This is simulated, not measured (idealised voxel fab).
You're looking at the process module voxel capacitor over wiring.
This is section cut - it's 300 nm across, gridded in 5 nm square cells.
Cross-section spec: square-cell grid; bands listed top down; each band is one or more rows.
Look at the band entry: it leads with the top's height and the bottom's height in nm. Then it lists the materials left to right, with a width in nm for each. The word "all across" on a single material says that material fills the band edge to edge. The word "air" is empty space.
Heights are measured from 0, the level below which the as-received wafer is all one material; the lowest band has no bottom and continues downward, written as in "0..down".
You'd read "30 to 40" like this: the band's top row of cells is as wide as the first number, its bottom row is as wide as the second, and going down, every row changes width by the same amount as the row before did.
Step marked "no alterations made"? Then no cell in the cross-section changed in it.
Empty spaces counting at least 8 cells and having no open way to the top are listed in "Enclosed void inventory". The notation width x height at distance is used for each, the distance being from the left edge and all three values in nm.
Read whatever lies past the settings on a step's line as the simulator's own remark about the step.
overlay nm: step with mask; distance mask lay right of planned place; negative value = left of planned place.
### Steps planned for the process
1,RECEIVE: material Si
2,CONFORMAL_DEP: material SiO2, thk nm 10
3,DIRECTIONAL_DEP: material TiN, thk nm 5
4,DIRECTIONAL_DEP: material W, thk nm 20
5,DIRECTIONAL_DEP: material aC, thk nm 15
6,PATTERN: tone cover, mask id METAL_1, material resist, width nm 30, pitch nm 95, thk nm 35, overlay nm 0
7,DIRECTIONAL_ETCH: etch materials aC, depth nm 15
8,STRIP: etch materials resist
9,DIRECTIONAL_ETCH: etch materials W, depth nm 20
10,DIRECTIONAL_ETCH: etch materials TiN, depth nm 5
11,STRIP: etch materials aC
12,FILL_DEP: material SiO2, thk nm 5
13,CMP: height nm 35
14,CONFORMAL_DEP: material SiCN, thk nm 5
15,DIRECTIONAL_DEP: material lowk, thk nm 20
16,PATTERN: tone open, mask id PLUG_1, material resist, width nm 15, thk nm 20, overlay nm -15
17,DIRECTIONAL_ETCH: etch materials lowk, depth nm 20
18,DIRECTIONAL_ETCH: etch materials SiCN, depth nm 5
19,STRIP: etch materials resist
20,CONFORMAL_DEP: material TiN, thk nm 5
21,FILL_DEP: material Cu, thk nm 5
22,CMP: height nm 60
23,DIRECTIONAL_DEP: material TiN, thk nm 10
24,DIRECTIONAL_DEP: material HfO2, thk nm 5
25,DIRECTIONAL_DEP: material TiN, thk nm 5
26,PATTERN: tone cover, mask id UPPER_PLATE, material resist, width nm 70, thk nm 20, overlay nm 0
27,DIRECTIONAL_ETCH: etch materials TiN, depth nm 5
28,DIRECTIONAL_ETCH: etch materials HfO2, depth nm 5
29,STRIP: etch materials resist
30,DIRECTIONAL_DEP: material aC, thk nm 15
31,PATTERN: tone cover, mask id LOWER_PLATE, material resist, width nm 80, thk nm 30, overlay nm 0
32,DIRECTIONAL_ETCH: etch materials aC, depth nm 15
33,STRIP: etch materials resist
34,DIRECTIONAL_ETCH: etch materials TiN, depth nm 10
35,STRIP: etch materials aC
36,FILL_DEP: material SiO2, thk nm 15
37,CMP: height nm 90
38,MASKED_ETCH: tone open, mask id PLUG_2, width nm 15, etch materials SiO2, depth nm 10, overlay nm 0
39,CONFORMAL_DEP: material TiN, thk nm 5
40,FILL_DEP: material Ru, thk nm 10
41,CMP: height nm 90
42,CONFORMAL_DEP: material SiN, thk nm 5
Variable across wafers: step 16 overlay nm (plan value is that of the first wafer; starting state common to all).
### Cut through the first of several wafers as received, post step 1
  0..down: Si all across
  Enclosed void inventory: none
### Row per wafer, end-of-module: cell gain (+)/loss (-) by material since the wafer came in, then closed voids
overlay nm -15, +4 Cu, +14 HfO2, +1 Ru, +57 SiCN, +60 SiN, +654 SiO2, +74 TiN, +48 W, +228 lowk, Enclosed void inventory: none
overlay nm -10, +4 Cu, +14 HfO2, +1 Ru, +57 SiCN, +60 SiN, +654 SiO2, +74 TiN, +48 W, +228 lowk, Enclosed void inventory: none
overlay nm -5, +4 Cu, +14 HfO2, +1 Ru, +57 SiCN, +60 SiN, +654 SiO2, +74 TiN, +48 W, +228 lowk, Enclosed void inventory: none
overlay nm 0, +4 Cu, +14 HfO2, +1 Ru, +57 SiCN, +60 SiN, +654 SiO2, +74 TiN, +48 W, +228 lowk, Enclosed void inventory: none
overlay nm 5, +4 Cu, +14 HfO2, +1 Ru, +57 SiCN, +60 SiN, +654 SiO2, +74 TiN, +48 W, +228 lowk, Enclosed void inventory: none
overlay nm 10, +4 Cu, +14 HfO2, +1 Ru, +57 SiCN, +60 SiN, +654 SiO2, +74 TiN, +48 W, +228 lowk, Enclosed void inventory: none
overlay nm 15, +4 Cu, +14 HfO2, +1 Ru, +57 SiCN, +60 SiN, +654 SiO2, +74 TiN, +48 W, +228 lowk, Enclosed void inventory: none
